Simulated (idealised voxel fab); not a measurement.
Name of the process module below: voxel spacer lines
Each square cell in cross-section cut measures 5 nm, and the section as a whole is 225 nm wide.
Square cells in a grid make up a cross-section in this document, and the grid is given as bands, listed from the top down, each one or more rows of cells. Basically the band line says how high the top is and how high the bottom is, in nm, and then what's in it from left to right, every material with its width in nm. Empty space shows up as "empty", and if a single material carries "edge to edge" it runs the full band edge to edge. Heights from 0 (as-received wafer is one material below). Bottom band endless downward, as "from 0 down". Width "30 to 40": first value at the band's top row of cells, second value at its bottom row, equal change from row to row. Reading "identical to before" for a step: not a cell of the cross-section changed in it. Under "Closed void catalog" you'll find the enclosed gaps, the ones with no way out to the top, that are 8 cells or bigger; each reads width x height at distance, with distance counted from the left edge, everything in nm. Post-settings text on a step line: simulator's own remark regarding the step. A step line may carry the setting "overlay nm", which, for steps involving a mask, states the distance by which the mask lay to the right of its intended position; negative values denote displacement to the left.
**Set out below are the planned steps of the process**
| 1 | RECEIVE: material Si |
| 2 | CONFORMAL_DEP: material Al2O3, thk nm 10 |
| 3 | DIRECTIONAL_DEP: material polySi, thk nm 15 |
| 4 | DIRECTIONAL_DEP: material aC, thk nm 30 |
| 5 | PATTERN: tone cover, mask id MANDREL, material resist, width nm 20, pitch nm 60, thk nm 35, overlay nm 0 |
| 6 | DIRECTIONAL_ETCH: etch materials aC, depth nm 30 |
| 7 | STRIP: etch materials resist |
| 8 | CONFORMAL_DEP: material SiO2, thk nm 10 |
| 9 | DIRECTIONAL_ETCH: etch materials SiO2, depth nm 10 |
| 10 | STRIP: etch materials aC |
| 11 | DIRECTIONAL_ETCH: etch materials polySi, depth nm 15 |
| 12 | STRIP: etch materials SiO2 |
**Incoming wafer in cross-section (state: after step 1)**
  from 0 down | Si edge to edge
  Closed void catalog: none
**As-planned run: cross-section of the first of two wafers at end of module**
  from 25 to 10 | empty=60, then polySi=10, then empty=20, then polySi=10, then empty=20, then polySi=10, then empty=20, then polySi=10, then empty=65
  from 10 to 0 | Al2O3 edge to edge
  from 0 down | Si edge to edge
  Closed void catalog: none
**Cross-sectional view of the second of two wafers upon completion of the module. This wafer shared its starting condition and process plan with the first; one error was made during its execution**
  from 25 to 10 | empty=70, then polySi=20, then empty=40, then polySi=20, then empty=75
  from 10 to 0 | Al2O3 edge to edge
  from 0 down | Si edge to edge
  Closed void catalog: none
Here's what went sideways: step 5 did not happen as planned, as run it was PATTERN: tone open, mask id MANDREL, material resist, width nm 20, pitch nm 60, thk nm 35, overlay nm 0
So at the finish, the second wafer's got exactly as many cells of each material as the first, just not in the same spots.
